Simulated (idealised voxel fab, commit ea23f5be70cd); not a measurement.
Process module name: voxel wiring stack
The width of the displayed cross-section, cut, is 270 nm; its cells are square, with a size of 5 nm.
In this document a cross-section is written as a grid of square cells. It is given as a series of bands, listed from the top down, and a band is one or more rows of cells. Look at the band entry: it leads with the top's height and the bottom's height in nm. Then it lists the materials left to right, with a width in nm for each. The word "everywhere" on a single material says that material fills the band edge to edge. The word "blank" is empty space. Height reference: 0 = level under which incoming wafer is all one material. Lowest band: no bottom, runs on downward, e.g. "0 -> down". Read "30 to 40" as a graded width: first number on top, second number at the bottom, same change between each pair of neighbouring rows. "no alterations made" -> step changed no cross-section cell. Voids not open to the top, 8 cells minimum: see "Enclosed cavities". Written width x height at distance; distance is from the left edge; nm. Heads up: the bit after the settings on a step's line is the simulator's remark on that step. "overlay nm" denotes, for a step that has a mask, the displacement of the mask to the right of its planned place, with negative values corresponding to the left. Before/after cross-section pairs, one process step each; after shown to lowest changed band; step and settings beneath. Pairs may be from different runs of this module on the same starting wafer; a pair continues from the one above only where its "Pre-step cross-section" entry says so.

## Pre-step cross-section
- 0 -> down: Si everywhere
- Enclosed cavities: none

## Step Outcome
- 10 -> 0: SiO2 everywhere
- Under 0: no change, same as before.
- Enclosed cavities: none
Going from the before section above to the after section, the step was CONFORMAL_DEP (material SiO2; thk nm 10)

Pre-step cross-section: after-state, pair directly above.

## Step Outcome
- 15 -> 10: SiCN everywhere
- Under 10: no change, same as before.
- Enclosed cavities: none
Going from the before section above to the after section, the step was CONFORMAL_DEP (material SiCN; thk nm 5)

Pre-step cross-section: after-state, pair directly above.

## Step Outcome
- 35 -> 15: SiO2 everywhere
- Under 15: no change, same as before.
- Enclosed cavities: none
Going from the before section above to the after section, the step was DIRECTIONAL_DEP (material SiO2; thk nm 20)

Pre-step cross-section: after-state, pair directly above.

## Step Outcome
- 35 -> 15: SiO2: 55; blank: 20; SiO2: 25; blank: 20; SiO2: 25; blank: 20; SiO2: 25; blank: 20; SiO2: 60
- Under 15: no change, same as before.
- Enclosed cavities: none
Going from the before section above to the after section, the step was MASKED_ETCH (tone open; mask id METAL_1; width nm 20; pitch nm 45; etch materials SiO2; depth nm 20; overlay nm 0)

Pre-step cross-section: after-state, pair directly above.

## Step Outcome
- 35 -> 15: SiO2: 55; blank: 20; SiO2: 25; blank: 20; SiO2: 25; blank: 20; SiO2: 25; blank: 20; SiO2: 60
- 15 -> 10: SiCN: 55; blank: 20; SiCN: 25; blank: 20; SiCN: 25; blank: 20; SiCN: 25; blank: 20; SiCN: 60
- Under 10: no change, same as before.
- Enclosed cavities: none
Going from the before section above to the after section, the step was MASKED_ETCH (tone open; mask id METAL_1; width nm 20; pitch nm 45; etch materials SiCN; depth nm 5; overlay nm 0)

Pre-step cross-section: after-state, pair directly above.

## Step Outcome
- 40 -> 35: TiN: 60; blank: 10; TiN: 35; blank: 10; TiN: 35; blank: 10; TiN: 35; blank: 10; TiN: 65
- 35 -> 15: SiO2: 55; TiN: 5; blank: 10; TiN: 5; SiO2: 25; TiN: 5; blank: 10; TiN: 5; SiO2: 25; TiN: 5; blank: 10; TiN: 5; SiO2: 25; TiN: 5; blank: 10; TiN: 5; SiO2: 60
- 15 -> 10: SiCN: 55; TiN: 20; SiCN: 25; TiN: 20; SiCN: 25; TiN: 20; SiCN: 25; TiN: 20; SiCN: 60
- Under 10: no change, same as before.
- Enclosed cavities: none
Going from the before section above to the after section, the step was CONFORMAL_DEP (material TiN; thk nm 5)

Pre-step cross-section: after-state, pair directly above.

## Step Outcome
- 50 -> 40: Cu everywhere
- 40 -> 35: TiN: 60; Cu: 10; TiN: 35; Cu: 10; TiN: 35; Cu: 10; TiN: 35; Cu: 10; TiN: 65
- 35 -> 15: SiO2: 55; TiN: 5; Cu: 10; TiN: 5; SiO2: 25; TiN: 5; Cu: 10; TiN: 5; SiO2: 25; TiN: 5; Cu: 10; TiN: 5; SiO2: 25; TiN: 5; Cu: 10; TiN: 5; SiO2: 60
- Under 15: no change, same as before.
- Enclosed cavities: none
Going from the before section above to the after section, the step was FILL_DEP (material Cu; thk nm 10)

Pre-step cross-section: after-state, pair directly above.

## Step Outcome
- 35 -> 15: SiO2: 55; TiN: 5; Cu: 10; TiN: 5; SiO2: 25; TiN: 5; Cu: 10; TiN: 5; SiO2: 25; TiN: 5; Cu: 10; TiN: 5; SiO2: 25; TiN: 5; Cu: 10; TiN: 5; SiO2: 60
- Under 15: no change, same as before.
- Enclosed cavities: none
Going from the before section above to the after section, the step was CMP (height nm 35)

Pre-step cross-section: after-state, pair directly above.

## Step Outcome
- 40 -> 35: SiCN everywhere
- Under 35: no change, same as before.
- Enclosed cavities: none
Going from the before section above to the after section, the step was CONFORMAL_DEP (material SiCN; thk nm 5)

Pre-step cross-section: after-state, pair directly above.

## Step Outcome
- 70 -> 40: SiO2 everywhere
- Under 40: no change, same as before.
- Enclosed cavities: none
Going from the before section above to the after section, the step was DIRECTIONAL_DEP (material SiO2; thk nm 30)

Pre-step cross-section: after-state, pair directly above.

## Step Outcome
- 85 -> 70: resist: 55; blank: 15; resist: 75; blank: 15; resist: 110
- Under 70: no change, same as before.
- Enclosed cavities: none
Going from the before section above to the after section, the step was PATTERN (tone open; mask id METAL_2_HOLES; material resist; width nm 15; pitch nm 90; thk nm 15; overlay nm 0)

Pre-step cross-section: after-state, pair directly above.

## Step Outcome
- 85 -> 70: resist: 55; blank: 15; resist: 75; blank: 15; resist: 110
- 70 -> 40: SiO2: 55; blank: 15; SiO2: 75; blank: 15; SiO2: 110
- Under 40: no change, same as before.
- Enclosed cavities: none
Going from the before section above to the after section, the step was DIRECTIONAL_ETCH (etch materials SiO2; depth nm 30)

Pre-step cross-section: after-state, pair directly above.

## Step Outcome
- 70 -> 40: SiO2: 55; blank: 15; SiO2: 75; blank: 15; SiO2: 110
- Under 40: no change, same as before.
- Enclosed cavities: none
Going from the before section above to the after section, the step was STRIP (etch materials resist)

Pre-step cross-section: after-state, pair directly above.

## Step Outcome
- 80 -> 70: aC: 55; blank: 15; aC: 75; blank: 15; aC: 110
- 70 -> 50: SiO2: 55; blank: 15; SiO2: 75; blank: 15; SiO2: 110
- 50 -> 40: SiO2: 55; aC: 15; SiO2: 75; aC: 15; SiO2: 110
- Under 40: no change, same as before.
- Enclosed cavities: none
Going from the before section above to the after section, the step was DIRECTIONAL_DEP (material aC; thk nm 10)

Pre-step cross-section: after-state, pair directly above.

## Step Outcome
- 105 -> 80: resist: 55; blank: 20; resist: 25; blank: 20; resist: 25; blank: 20; resist: 25; blank: 20; resist: 60
- Under 80: no change, same as before.
- Enclosed cavities: none
Going from the before section above to the after section, the step was PATTERN (tone open; mask id METAL_2; material resist; width nm 20; pitch nm 45; thk nm 25; overlay nm 0)

Pre-step cross-section: after-state, pair directly above.

## Step Outcome
- 95 -> 80: resist: 55; blank: 20; resist: 25; blank: 20; resist: 25; blank: 20; resist: 25; blank: 20; resist: 60
- 80 -> 70: aC: 55; blank: 20; aC: 25; blank: 20; aC: 25; blank: 20; aC: 25; blank: 20; aC: 60
- 70 -> 40: SiO2: 55; blank: 15; SiO2: 75; blank: 15; SiO2: 110
- Under 40: no change, same as before.
- Enclosed cavities: none
Going from the before section above to the after section, the step was DIRECTIONAL_ETCH (etch materials aC; depth nm 10)

Pre-step cross-section: after-state, pair directly above.

## Step Outcome
- 80 -> 70: aC: 55; blank: 20; aC: 25; blank: 20; aC: 25; blank: 20; aC: 25; blank: 20; aC: 60
- Under 70: no change, same as before.
- Enclosed cavities: none
Going from the before section above to the after section, the step was STRIP (etch materials resist)

Pre-step cross-section: after-state, pair directly above.

## Step Outcome
- 80 -> 70: aC: 55; blank: 20; aC: 25; blank: 20; aC: 25; blank: 20; aC: 25; blank: 20; aC: 60
- 70 -> 50: SiO2: 55; blank: 20; SiO2: 25; blank: 20; SiO2: 25; blank: 20; SiO2: 25; blank: 20; SiO2: 60
- Under 50: no change, same as before.
- Enclosed cavities: none
Going from the before section above to the after section, the step was DIRECTIONAL_ETCH (etch materials SiO2; depth nm 20)

Pre-step cross-section: after-state, pair directly above.

## Step Outcome
- 80 -> 70: aC: 55; blank: 20; aC: 25; blank: 20; aC: 25; blank: 20; aC: 25; blank: 20; aC: 60
- 70 -> 50: SiO2: 55; blank: 20; SiO2: 25; blank: 20; SiO2: 25; blank: 20; SiO2: 25; blank: 20; SiO2: 60
- 50 -> 40: SiO2: 55; blank: 15; SiO2: 75; blank: 15; SiO2: 110
- 40 -> 35: SiCN: 55; blank: 15; SiCN: 75; blank: 15; SiCN: 110
- Under 35: no change, same as before.
- Enclosed cavities: none
Going from the before section above to the after section, the step was DIRECTIONAL_ETCH (etch materials SiCN; depth nm 5)

Pre-step cross-section: after-state, pair directly above.

## Step Outcome
- 70 -> 50: SiO2: 55; blank: 20; SiO2: 25; blank: 20; SiO2: 25; blank: 20; SiO2: 25; blank: 20; SiO2: 60
- Under 50: no change, same as before.
- Enclosed cavities: none
Going from the before section above to the after section, the step was STRIP (etch materials aC)

Pre-step cross-section: after-state, pair directly above.

## Step Outcome
- 75 -> 70: TiN: 60; blank: 10; TiN: 35; blank: 10; TiN: 35; blank: 10; TiN: 35; blank: 10; TiN: 65
- 70 -> 55: SiO2: 55; TiN: 5; blank: 10; TiN: 5; SiO2: 25; TiN: 5; blank: 10; TiN: 5; SiO2: 25; TiN: 5; blank: 10; TiN: 5; SiO2: 25; TiN: 5; blank: 10; TiN: 5; SiO2: 60
- 55 -> 50: SiO2: 55; TiN: 5; blank: 5; TiN: 10; SiO2: 25; TiN: 20; SiO2: 25; TiN: 5; blank: 5; TiN: 10; SiO2: 25; TiN: 20; SiO2: 60
- 50 -> 40: SiO2: 55; TiN: 5; blank: 5; TiN: 5; SiO2: 75; TiN: 5; blank: 5; TiN: 5; SiO2: 110
- 40 -> 35: SiCN: 55; TiN: 15; SiCN: 75; TiN: 15; SiCN: 110
- Under 35: no change, same as before.
- Enclosed cavities: none
Going from the before section above to the after section, the step was CONFORMAL_DEP (material TiN; thk nm 5)

Pre-step cross-section: after-state, pair directly above.

## Step Outcome
- 80 -> 75: Cu everywhere
- 75 -> 70: TiN: 60; Cu: 10; TiN: 35; Cu: 10; TiN: 35; Cu: 10; TiN: 35; Cu: 10; TiN: 65
- 70 -> 55: SiO2: 55; TiN: 5; Cu: 10; TiN: 5; SiO2: 25; TiN: 5; Cu: 10; TiN: 5; SiO2: 25; TiN: 5; Cu: 10; TiN: 5; SiO2: 25; TiN: 5; Cu: 10; TiN: 5; SiO2: 60
- 55 -> 50: SiO2: 55; TiN: 5; Cu: 5; TiN: 10; SiO2: 25; TiN: 20; SiO2: 25; TiN: 5; Cu: 5; TiN: 10; SiO2: 25; TiN: 20; SiO2: 60
- 50 -> 40: SiO2: 55; TiN: 5; Cu: 5; TiN: 5; SiO2: 75; TiN: 5; Cu: 5; TiN: 5; SiO2: 110
- Under 40: no change, same as before.
- Enclosed cavities: none
Going from the before section above to the after section, the step was FILL_DEP (material Cu; thk nm 5)

Pre-step cross-section: after-state, pair directly above.

## Step Outcome
- 70 -> 55: SiO2: 55; TiN: 5; Cu: 10; TiN: 5; SiO2: 25; TiN: 5; Cu: 10; TiN: 5; SiO2: 25; TiN: 5; Cu: 10; TiN: 5; SiO2: 25; TiN: 5; Cu: 10; TiN: 5; SiO2: 60
- Under 55: no change, same as before.
- Enclosed cavities: none
Going from the before section above to the after section, the step was CMP (height nm 70)

Pre-step cross-section: after-state, pair directly above.

## Step Outcome
- 75 -> 70: SiCN everywhere
- Under 70: no change, same as before.
- Enclosed cavities: none
Going from the before section above to the after section, the step was CONFORMAL_DEP (material SiCN; thk nm 5)

Pre-step cross-section: after-state, pair directly above.

## Step Outcome
- 110 -> 75: SiO2 everywhere
- Under 75: no change, same as before.
- Enclosed cavities: none
Going from the before section above to the after section, the step was DIRECTIONAL_DEP (material SiO2; thk nm 35)

Pre-step cross-section: after-state, pair directly above.

## Step Outcome
- 125 -> 110: resist: 55; blank: 15; resist: 30; blank: 15; resist: 30; blank: 15; resist: 30; blank: 15; resist: 65
- Under 110: no change, same as before.
- Enclosed cavities: none
Going from the before section above to the after section, the step was PATTERN (tone open; mask id METAL_3_HOLES; material resist; width nm 15; pitch nm 45; thk nm 15; overlay nm 0)

Pre-step cross-section: after-state, pair directly above.

## Step Outcome
- 125 -> 110: resist: 55; blank: 15; resist: 30; blank: 15; resist: 30; blank: 15; resist: 30; blank: 15; resist: 65
- 110 -> 75: SiO2: 55; blank: 15; SiO2: 30; blank: 15; SiO2: 30; blank: 15; SiO2: 30; blank: 15; SiO2: 65
- Under 75: no change, same as before.
- Enclosed cavities: none
Going from the before section above to the after section, the step was DIRECTIONAL_ETCH (etch materials SiO2; depth nm 35)

Pre-step cross-section: after-state, pair directly above.

## Step Outcome
- 110 -> 75: SiO2: 55; blank: 15; SiO2: 30; blank: 15; SiO2: 30; blank: 15; SiO2: 30; blank: 15; SiO2: 65
- Under 75: no change, same as before.
- Enclosed cavities: none
Going from the before section above to the after section, the step was STRIP (etch materials resist)

Pre-step cross-section: after-state, pair directly above.

## Step Outcome
- 125 -> 110: resist: 55; blank: 20; resist: 25; blank: 20; resist: 25; blank: 20; resist: 25; blank: 20; resist: 60
- Under 110: no change, same as before.
- Enclosed cavities: none
Going from the before section above to the after section, the step was PATTERN (tone open; mask id METAL_3; material resist; width nm 20; pitch nm 45; thk nm 15; overlay nm 0)

Pre-step cross-section: after-state, pair directly above.

## Step Outcome
- 125 -> 110: resist: 55; blank: 20; resist: 25; blank: 20; resist: 25; blank: 20; resist: 25; blank: 20; resist: 60
- 110 -> 90: SiO2: 55; blank: 20; SiO2: 25; blank: 20; SiO2: 25; blank: 20; SiO2: 25; blank: 20; SiO2: 60
- Under 90: no change, same as before.
- Enclosed cavities: none
Going from the before section above to the after section, the step was DIRECTIONAL_ETCH (etch materials SiO2; depth nm 20)

Pre-step cross-section: after-state, pair directly above.

## Step Outcome
- 125 -> 110: resist: 55; blank: 20; resist: 25; blank: 20; resist: 25; blank: 20; resist: 25; blank: 20; resist: 60
- 110 -> 90: SiO2: 55; blank: 20; SiO2: 25; blank: 20; SiO2: 25; blank: 20; SiO2: 25; blank: 20; SiO2: 60
- 90 -> 75: SiO2: 55; blank: 15; SiO2: 30; blank: 15; SiO2: 30; blank: 15; SiO2: 30; blank: 15; SiO2: 65
- 75 -> 70: SiCN: 55; blank: 15; SiCN: 30; blank: 15; SiCN: 30; blank: 15; SiCN: 30; blank: 15; SiCN: 65
- Under 70: no change, same as before.
- Enclosed cavities: none
Going from the before section above to the after section, the step was DIRECTIONAL_ETCH (etch materials SiCN; depth nm 5)

Pre-step cross-section: after-state, pair directly above.

## Step Outcome
- 110 -> 90: SiO2: 55; blank: 20; SiO2: 25; blank: 20; SiO2: 25; blank: 20; SiO2: 25; blank: 20; SiO2: 60
- Under 90: no change, same as before.
- Enclosed cavities: none
Going from the before section above to the after section, the step was STRIP (etch materials resist)

Pre-step cross-section: after-state, pair directly above.

## Step Outcome
- 115 -> 110: TiN: 60; blank: 10; TiN: 35; blank: 10; TiN: 35; blank: 10; TiN: 35; blank: 10; TiN: 65
- 110 -> 95: SiO2: 55; TiN: 5; blank: 10; TiN: 5; SiO2: 25; TiN: 5; blank: 10; TiN: 5; SiO2: 25; TiN: 5; blank: 10; TiN: 5; SiO2: 25; TiN: 5; blank: 10; TiN: 5; SiO2: 60
- 95 -> 90: SiO2: 55; TiN: 5; blank: 5; TiN: 10; SiO2: 25; TiN: 5; blank: 5; TiN: 10; SiO2: 25; TiN: 5; blank: 5; TiN: 10; SiO2: 25; TiN: 5; blank: 5; TiN: 10; SiO2: 60
- 90 -> 75: SiO2: 55; TiN: 5; blank: 5; TiN: 5; SiO2: 30; TiN: 5; blank: 5; TiN: 5; SiO2: 30; TiN: 5; blank: 5; TiN: 5; SiO2: 30; TiN: 5; blank: 5; TiN: 5; SiO2: 65
- 75 -> 70: SiCN: 55; TiN: 15; SiCN: 30; TiN: 15; SiCN: 30; TiN: 15; SiCN: 30; TiN: 15; SiCN: 65
- Under 70: no change, same as before.
- Enclosed cavities: none
Going from the before section above to the after section, the step was CONFORMAL_DEP (material TiN; thk nm 5)

Pre-step cross-section: after-state, pair directly above.

## Step Outcome
- 120 -> 115: Cu everywhere
- 115 -> 110: TiN: 60; Cu: 10; TiN: 35; Cu: 10; TiN: 35; Cu: 10; TiN: 35; Cu: 10; TiN: 65
- 110 -> 95: SiO2: 55; TiN: 5; Cu: 10; TiN: 5; SiO2: 25; TiN: 5; Cu: 10; TiN: 5; SiO2: 25; TiN: 5; Cu: 10; TiN: 5; SiO2: 25; TiN: 5; Cu: 10; TiN: 5; SiO2: 60
- 95 -> 90: SiO2: 55; TiN: 5; Cu: 5; TiN: 10; SiO2: 25; TiN: 5; Cu: 5; TiN: 10; SiO2: 25; TiN: 5; Cu: 5; TiN: 10; SiO2: 25; TiN: 5; Cu: 5; TiN: 10; SiO2: 60
- 90 -> 75: SiO2: 55; TiN: 5; Cu: 5; TiN: 5; SiO2: 30; TiN: 5; Cu: 5; TiN: 5; SiO2: 30; TiN: 5; Cu: 5; TiN: 5; SiO2: 30; TiN: 5; Cu: 5; TiN: 5; SiO2: 65
- Under 75: no change, same as before.
- Enclosed cavities: none
Going from the before section above to the after section, the step was FILL_DEP (material Cu; thk nm 5)

Pre-step cross-section: after-state, pair directly above.

## Step Outcome
- 110 -> 95: SiO2: 55; TiN: 5; Cu: 10; TiN: 5; SiO2: 25; TiN: 5; Cu: 10; TiN: 5; SiO2: 25; TiN: 5; Cu: 10; TiN: 5; SiO2: 25; TiN: 5; Cu: 10; TiN: 5; SiO2: 60
- Under 95: no change, same as before.
- Enclosed cavities: none
Going from the before section above to the after section, the step was CMP (height nm 110)

Pre-step cross-section: after-state, pair directly above.

## Step Outcome
- 115 -> 110: SiCN everywhere
- Under 110: no change, same as before.
- Enclosed cavities: none
Going from the before section above to the after section, the step was CONFORMAL_DEP (material SiCN; thk nm 5)

Pre-step cross-section: after-state, pair directly above.

## Step Outcome
- 135 -> 115: SiO2 everywhere
- Under 115: no change, same as before.
- Enclosed cavities: none
Going from the before section above to the after section, the step was DIRECTIONAL_DEP (material SiO2; thk nm 20)

Pre-step cross-section: after-state, pair directly above.

## Step Outcome
- 150 -> 135: aC everywhere
- Under 135: no change, same as before.
- Enclosed cavities: none
Going from the before section above to the after section, the step was DIRECTIONAL_DEP (material aC; thk nm 15)

Pre-step cross-section: after-state, pair directly above.

## Step Outcome
- 185 -> 150: resist: 55; blank: 15; resist: 75; blank: 15; resist: 110
- Under 150: no change, same as before.
- Enclosed cavities: none
Going from the before section above to the after section, the step was PATTERN (tone open; mask id PLUG_3; material resist; width nm 15; pitch nm 90; thk nm 35; overlay nm 0)

Pre-step cross-section: after-state, pair directly above.

## Step Outcome
- 170 -> 150: resist: 55; blank: 15; resist: 75; blank: 15; resist: 110
- 150 -> 135: aC: 55; blank: 15; aC: 75; blank: 15; aC: 110
- Under 135: no change, same as before.
- Enclosed cavities: none
Going from the before section above to the after section, the step was DIRECTIONAL_ETCH (etch materials aC; depth nm 15)

Pre-step cross-section: after-state, pair directly above.

## Step Outcome
- 150 -> 135: aC: 55; blank: 15; aC: 75; blank: 15; aC: 110
- Under 135: no change, same as before.
- Enclosed cavities: none
Going from the before section above to the after section, the step was STRIP (etch materials resist)

Pre-step cross-section: after-state, pair directly above.

## Step Outcome
- 150 -> 135: aC: 55; blank: 15; aC: 75; blank: 15; aC: 110
- 135 -> 115: SiO2: 55; blank: 15; SiO2: 75; blank: 15; SiO2: 110
- Under 115: no change, same as before.
- Enclosed cavities: none
Going from the before section above to the after section, the step was DIRECTIONAL_ETCH (etch materials SiO2; depth nm 20)

Pre-step cross-section: after-state, pair directly above.

## Step Outcome
- 150 -> 135: aC: 55; blank: 15; aC: 75; blank: 15; aC: 110
- 135 -> 115: SiO2: 55; blank: 15; SiO2: 75; blank: 15; SiO2: 110
- 115 -> 110: SiCN: 55; blank: 15; SiCN: 75; blank: 15; SiCN: 110
- Under 110: no change, same as before.
- Enclosed cavities: none
Going from the before section above to the after section, the step was DIRECTIONAL_ETCH (etch materials SiCN; depth nm 5)

Pre-step cross-section: after-state, pair directly above.

## Step Outcome
- 135 -> 115: SiO2: 55; blank: 15; SiO2: 75; blank: 15; SiO2: 110
- Under 115: no change, same as before.
- Enclosed cavities: none
Going from the before section above to the after section, the step was STRIP (etch materials aC)

Pre-step cross-section: after-state, pair directly above.

## Step Outcome
- 140 -> 135: TiN: 60; blank: 5; TiN: 85; blank: 5; TiN: 115
- 135 -> 115: SiO2: 55; TiN: 5; blank: 5; TiN: 5; SiO2: 75; TiN: 5; blank: 5; TiN: 5; SiO2: 110
- 115 -> 110: SiCN: 55; TiN: 15; SiCN: 75; TiN: 15; SiCN: 110
- Under 110: no change, same as before.
- Enclosed cavities: none
Going from the before section above to the after section, the step was CONFORMAL_DEP (material TiN; thk nm 5)

Pre-step cross-section: after-state, pair directly above.

## Step Outcome
- 145 -> 140: Cu everywhere
- 140 -> 135: TiN: 60; Cu: 5; TiN: 85; Cu: 5; TiN: 115
- 135 -> 115: SiO2: 55; TiN: 5; Cu: 5; TiN: 5; SiO2: 75; TiN: 5; Cu: 5; TiN: 5; SiO2: 110
- Under 115: no change, same as before.
- Enclosed cavities: none
Going from the before section above to the after section, the step was FILL_DEP (material Cu; thk nm 5)

Pre-step cross-section: after-state, pair directly above.

## Step Outcome
- 135 -> 115: SiO2: 55; TiN: 5; Cu: 5; TiN: 5; SiO2: 75; TiN: 5; Cu: 5; TiN: 5; SiO2: 110
- Under 115: no change, same as before.
- Enclosed cavities: none
Going from the before section above to the after section, the step was CMP (height nm 135)

Pre-step cross-section: after-state, pair directly above.

## Step Outcome
- 140 -> 135: TiN everywhere
- Under 135: no change, same as before.
- Enclosed cavities: none
Going from the before section above to the after section, the step was DIRECTIONAL_DEP (material TiN; thk nm 5)

Pre-step cross-section: after-state, pair directly above.

## Step Outcome
- 165 -> 140: Ru everywhere
- Under 140: no change, same as before.
- Enclosed cavities: none
Going from the before section above to the after section, the step was DIRECTIONAL_DEP (material Ru; thk nm 25)

Pre-step cross-section: after-state, pair directly above.

## Step Outcome
- 185 -> 165: blank: 55; resist: 20; blank: 25; resist: 20; blank: 25; resist: 20; blank: 25; resist: 20; blank: 60
- Under 165: no change, same as before.
- Enclosed cavities: none
Going from the before section above to the after section, the step was PATTERN (tone cover; mask id METAL_4; material resist; width nm 20; pitch nm 45; thk nm 20; overlay nm 0)

Pre-step cross-section: after-state, pair directly above.

## Step Outcome
- 185 -> 165: blank: 55; resist: 20; blank: 25; resist: 20; blank: 25; resist: 20; blank: 25; resist: 20; blank: 60
- 165 -> 140: blank: 55; Ru: 20; blank: 25; Ru: 20; blank: 25; Ru: 20; blank: 25; Ru: 20; blank: 60
- Under 140: no change, same as before.
- Enclosed cavities: none
Going from the before section above to the after section, the step was DIRECTIONAL_ETCH (etch materials Ru; depth nm 25)

Pre-step cross-section: after-state, pair directly above.

## Step Outcome
- 185 -> 165: blank: 55; resist: 20; blank: 25; resist: 20; blank: 25; resist: 20; blank: 25; resist: 20; blank: 60
- 165 -> 140: blank: 55; Ru: 20; blank: 25; Ru: 20; blank: 25; Ru: 20; blank: 25; Ru: 20; blank: 60
- 140 -> 135: blank: 55; TiN: 20; blank: 25; TiN: 20; blank: 25; TiN: 20; blank: 25; TiN: 20; blank: 60
- Under 135: no change, same as before.
- Enclosed cavities: none
Going from the before section above to the after section, the step was DIRECTIONAL_ETCH (etch materials TiN; depth nm 5)

Pre-step cross-section: after-state, pair directly above.

## Step Outcome
- 165 -> 140: blank: 55; Ru: 20; blank: 25; Ru: 20; blank: 25; Ru: 20; blank: 25; Ru: 20; blank: 60
- Under 140: no change, same as before.
- Enclosed cavities: none
Going from the before section above to the after section, the step was STRIP (etch materials resist)

Pre-step cross-section: after-state, pair directly above.

## Step Outcome
- 170 -> 165: SiO2 everywhere
- 165 -> 140: SiO2: 55; Ru: 20; SiO2: 25; Ru: 20; SiO2: 25; Ru: 20; SiO2: 25; Ru: 20; SiO2: 60
- 140 -> 135: SiO2: 55; TiN: 20; SiO2: 25; TiN: 20; SiO2: 25; TiN: 20; SiO2: 25; TiN: 20; SiO2: 60
- Under 135: no change, same as before.
- Enclosed cavities: none
Going from the before section above to the after section, the step was FILL_DEP (material SiO2; thk nm 5)

Pre-step cross-section: after-state, pair directly above.

## Step Outcome
- 165 -> 140: SiO2: 55; Ru: 20; SiO2: 25; Ru: 20; SiO2: 25; Ru: 20; SiO2: 25; Ru: 20; SiO2: 60
- Under 140: no change, same as before.
- Enclosed cavities: none
Going from the before section above to the after section, the step was CMP (height nm 165)

Pre-step cross-section: after-state, pair directly above.

## Step Outcome
- 170 -> 165: SiCN everywhere
- Under 165: no change, same as before.
- Enclosed cavities: none
Going from the before section above to the after section, the step was CONFORMAL_DEP (material SiCN; thk nm 5)

## Pre-step cross-section
- 10 -> 0: SiO2 everywhere
- 0 -> down: Si everywhere
- Enclosed cavities: none

## Step Outcome
- 30 -> 0: SiO2 everywhere
- Under 0: no change, same as before.
- Enclosed cavities: none
Going from the before section above to the after section, the step was DIRECTIONAL_DEP (material SiO2; thk nm 20)

Pre-step cross-section: after-state, pair directly above.

## Step Outcome
- 30 -> 10: SiO2: 55; blank: 20; SiO2: 25; blank: 20; SiO2: 25; blank: 20; SiO2: 25; blank: 20; SiO2: 60
- Under 10: no change, same as before.
- Enclosed cavities: none
Going from the before section above to the after section, the step was MASKED_ETCH (tone open; mask id METAL_1; width nm 20; pitch nm 45; etch materials SiO2; depth nm 20; overlay nm 0)

Pre-step cross-section: after-state, pair directly above.

## Step Outcome
- 35 -> 30: TiN: 60; blank: 10; TiN: 35; blank: 10; TiN: 35; blank: 10; TiN: 35; blank: 10; TiN: 65
- 30 -> 15: SiO2: 55; TiN: 5; blank: 10; TiN: 5; SiO2: 25; TiN: 5; blank: 10; TiN: 5; SiO2: 25; TiN: 5; blank: 10; TiN: 5; SiO2: 25; TiN: 5; blank: 10; TiN: 5; SiO2: 60
- 15 -> 10: SiO2: 55; TiN: 20; SiO2: 25; TiN: 20; SiO2: 25; TiN: 20; SiO2: 25; TiN: 20; SiO2: 60
- Under 10: no change, same as before.
- Enclosed cavities: none
Going from the before section above to the after section, the step was CONFORMAL_DEP (material TiN; thk nm 5)

Pre-step cross-section: after-state, pair directly above.

## Step Outcome
- 45 -> 35: Cu everywhere
- 35 -> 30: TiN: 60; Cu: 10; TiN: 35; Cu: 10; TiN: 35; Cu: 10; TiN: 35; Cu: 10; TiN: 65
- 30 -> 15: SiO2: 55; TiN: 5; Cu: 10; TiN: 5; SiO2: 25; TiN: 5; Cu: 10; TiN: 5; SiO2: 25; TiN: 5; Cu: 10; TiN: 5; SiO2: 25; TiN: 5; Cu: 10; TiN: 5; SiO2: 60
- Under 15: no change, same as before.
- Enclosed cavities: none
Going from the before section above to the after section, the step was FILL_DEP (material Cu; thk nm 10)

Pre-step cross-section: after-state, pair directly above.

## Step Outcome
- 35 -> 30: TiN: 60; Cu: 10; TiN: 35; Cu: 10; TiN: 35; Cu: 10; TiN: 35; Cu: 10; TiN: 65
- Under 30: no change, same as before.
- Enclosed cavities: none
Going from the before section above to the after section, the step was CMP (height nm 35)

Pre-step cross-section: after-state, pair directly above.

## Step Outcome
- 40 -> 35: SiCN everywhere
- Under 35: no change, same as before.
- Enclosed cavities: none
Going from the before section above to the after section, the step was CONFORMAL_DEP (material SiCN; thk nm 5)

Pre-step cross-section: after-state, pair directly above.

## Step Outcome
- 70 -> 40: SiO2 everywhere
- Under 40: no change, same as before.
- Enclosed cavities: none
Going from the before section above to the after section, the step was DIRECTIONAL_DEP (material SiO2; thk nm 30)

Pre-step cross-section: after-state, pair directly above.

## Step Outcome
- 85 -> 70: resist: 55; blank: 15; resist: 75; blank: 15; resist: 110
- Under 70: no change, same as before.
- Enclosed cavities: none
Going from the before section above to the after section, the step was PATTERN (tone open; mask id METAL_2_HOLES; material resist; width nm 15; pitch nm 90; thk nm 15; overlay nm 0)

Pre-step cross-section: after-state, pair directly above.

## Step Outcome
- 85 -> 70: resist: 55; blank: 15; resist: 75; blank: 15; resist: 110
- 70 -> 40: SiO2: 55; blank: 15; SiO2: 75; blank: 15; SiO2: 110
- Under 40: no change, same as before.
- Enclosed cavities: none
Going from the before section above to the after section, the step was DIRECTIONAL_ETCH (etch materials SiO2; depth nm 30)

Pre-step cross-section: after-state, pair directly above.

## Step Outcome
- 70 -> 40: SiO2: 55; blank: 15; SiO2: 75; blank: 15; SiO2: 110
- Under 40: no change, same as before.
- Enclosed cavities: none
Going from the before section above to the after section, the step was STRIP (etch materials resist)

Pre-step cross-section: after-state, pair directly above.

## Step Outcome
- 80 -> 70: aC: 55; blank: 15; aC: 75; blank: 15; aC: 110
- 70 -> 50: SiO2: 55; blank: 15; SiO2: 75; blank: 15; SiO2: 110
- 50 -> 40: SiO2: 55; aC: 15; SiO2: 75; aC: 15; SiO2: 110
- Under 40: no change, same as before.
- Enclosed cavities: none
Going from the before section above to the after section, the step was DIRECTIONAL_DEP (material aC; thk nm 10)

Pre-step cross-section: after-state, pair directly above.

## Step Outcome
- 105 -> 80: resist: 55; blank: 20; resist: 25; blank: 20; resist: 25; blank: 20; resist: 25; blank: 20; resist: 60
- Under 80: no change, same as before.
- Enclosed cavities: none
Going from the before section above to the after section, the step was PATTERN (tone open; mask id METAL_2; material resist; width nm 20; pitch nm 45; thk nm 25; overlay nm 0)

Pre-step cross-section: after-state, pair directly above.

## Step Outcome
- 95 -> 80: resist: 55; blank: 20; resist: 25; blank: 20; resist: 25; blank: 20; resist: 25; blank: 20; resist: 60
- 80 -> 70: aC: 55; blank: 20; aC: 25; blank: 20; aC: 25; blank: 20; aC: 25; blank: 20; aC: 60
- 70 -> 40: SiO2: 55; blank: 15; SiO2: 75; blank: 15; SiO2: 110
- Under 40: no change, same as before.
- Enclosed cavities: none
Going from the before section above to the after section, the step was DIRECTIONAL_ETCH (etch materials aC; depth nm 10)
